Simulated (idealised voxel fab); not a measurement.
Herein follows the process module entitled voxel wiring stack.
It is cross-section cut that appears here, measuring 175 nm in width, its square cells being 5 nm in size.
Format of a cross-section: grid, square cells. Given as bands. Order: top down. Band: one or more rows of cells. First you get the band's top height and its bottom height, in nm, and then the materials it's made of, left to right, with each width in nm. If you see a single material with "everywhere", that one covers the band edge to edge. "empty" is empty space. All heights in this document are referenced to 0, defined as the level beneath which the wafer, as received, consists entirely of one material. The lowest band is not bounded below; it extends indefinitely downward and is written in the form "0..down". It should be noted that a width expressed as "30..40" varies in equal increments from row to row of cells within the band, taking the value of the first number at the top row and that of the second number at the bottom row. A step reported as "nothing changed" is a step in which no cell of the cross-section changed. "Closed void roster" contains a list of empty spaces, each no smaller than 8 cells and without an open way to the top, written in the form width x height at distance with the distance from the left edge and all three in nm. The remark found on a step's line after its settings is issued by the simulator itself and pertains to that step. When a step includes a mask, the "overlay nm" setting on its line states how far to the right of its planned place that mask lay, and negative values state how far to the left.

**These are the steps we planned for the process**
- 1: RECEIVE, material Si
- 2: CONFORMAL_DEP, material SiO2, thk nm 15
- 3: DIRECTIONAL_DEP, material TiN, thk nm 5
- 4: DIRECTIONAL_DEP, material Ru, thk nm 25
- 5: DIRECTIONAL_DEP, material aC, thk nm 15
- 6: PATTERN, tone cover, mask id METAL_1, material resist, width nm 30, pitch nm 50, thk nm 30, overlay nm 0
- 7: DIRECTIONAL_ETCH, etch materials aC, depth nm 15
- 8: STRIP, etch materials resist
- 9: DIRECTIONAL_ETCH, etch materials Ru, depth nm 25
- 10: DIRECTIONAL_ETCH, etch materials TiN, depth nm 5
- 11: STRIP, etch materials aC
- 12: FILL_DEP, material lowk, thk nm 10
- 13: CMP, height nm 45
- 14: CONFORMAL_DEP, material SiCN, thk nm 5
- 15: DIRECTIONAL_DEP, material SiO2, thk nm 30
- 16: MASKED_ETCH, tone open, mask id METAL_2, width nm 30, pitch nm 50, etch materials SiO2, depth nm 15, overlay nm 0
- 17: PATTERN, tone open, mask id METAL_2_HOLES, material resist, width nm 15, pitch nm 50, thk nm 20, overlay nm 0
- 18: DIRECTIONAL_ETCH, etch materials SiO2, depth nm 15
- 19: DIRECTIONAL_ETCH, etch materials SiCN, depth nm 5
- 20: STRIP, etch materials resist
- 21: CONFORMAL_DEP, material TiN, thk nm 5
- 22: FILL_DEP, material Ru, thk nm 10
- 23: CMP, height nm 80
- 24: CONFORMAL_DEP, material SiCN, thk nm 5
- 25: DIRECTIONAL_DEP, material lowk, thk nm 10
- 26: PATTERN, tone open, mask id PLUG_2, material resist, width nm 15, thk nm 20, overlay nm 0
- 27: DIRECTIONAL_ETCH, etch materials lowk, depth nm 10
- 28: DIRECTIONAL_ETCH, etch materials SiCN, depth nm 5
- 29: STRIP, etch materials resist
- 30: EPI, material Ru, thk nm 10
- 31: EPI, material Ru, thk nm 5
- 32: DIRECTIONAL_DEP, material TiN, thk nm 5
- 33: DIRECTIONAL_DEP, material Ru, thk nm 20
- 34: DIRECTIONAL_DEP, material aC, thk nm 10
- 35: PATTERN, tone cover, mask id METAL_3, material resist, width nm 30, pitch nm 50, thk nm 30, overlay nm 0
- 36: DIRECTIONAL_ETCH, etch materials aC, depth nm 10
- 37: STRIP, etch materials resist
- 38: DIRECTIONAL_ETCH, etch materials Ru, depth nm 20
- 39: DIRECTIONAL_ETCH, etch materials TiN, depth nm 5
- 40: STRIP, etch materials aC
- 41: FILL_DEP, material lowk, thk nm 5
- 42: CMP, height nm 120
- 43: CONFORMAL_DEP, material SiCN, thk nm 5

**Wafer at receipt (post step 1), cross-section**
    0..down  Si everywhere
    Closed void roster: none

**Here's the wafer cut in cross-section after the module, started and planned just like above, except one thing was done wrong in the run**
    135..120  SiCN everywhere
    120..100  lowk 45 nm, Ru 30 nm, lowk 20 nm, Ru 30 nm, lowk 50 nm
    100..95  lowk 45 nm, TiN 30 nm, lowk 20 nm, TiN 30 nm, lowk 50 nm
    95..85  lowk 45 nm, Ru 15 nm, lowk 115 nm
    85..80  SiCN 45 nm, Ru 15 nm, SiCN 115 nm
    80..70  SiO2 45 nm, TiN 5 nm, Ru 20 nm, TiN 5 nm, SiO2 20 nm, TiN 5 nm, Ru 20 nm, TiN 5 nm, SiO2 50 nm
    70..65  SiO2 45 nm, TiN 5 nm, Ru 5 nm, TiN 20 nm, SiO2 20 nm, TiN 5 nm, Ru 5 nm, TiN 20 nm, SiO2 50 nm
    65..50  SiO2 45 nm, TiN 5 nm, Ru 5 nm, TiN 5 nm, SiO2 35 nm, TiN 5 nm, Ru 5 nm, TiN 5 nm, SiO2 65 nm
    50..45  SiCN 45 nm, TiN 15 nm, SiCN 35 nm, TiN 15 nm, SiCN 65 nm
    45..20  lowk 45 nm, Ru 30 nm, lowk 20 nm, Ru 30 nm, lowk 50 nm
    20..15  lowk 45 nm, TiN 30 nm, lowk 20 nm, TiN 30 nm, lowk 50 nm
    15..0  SiO2 everywhere
    0..down  Si everywhere
    Closed void roster: none
Where did the run depart from the plan? step 43 was run on a setting that differed from the plan, and what really ran there is CONFORMAL_DEP, material SiCN, thk nm 15
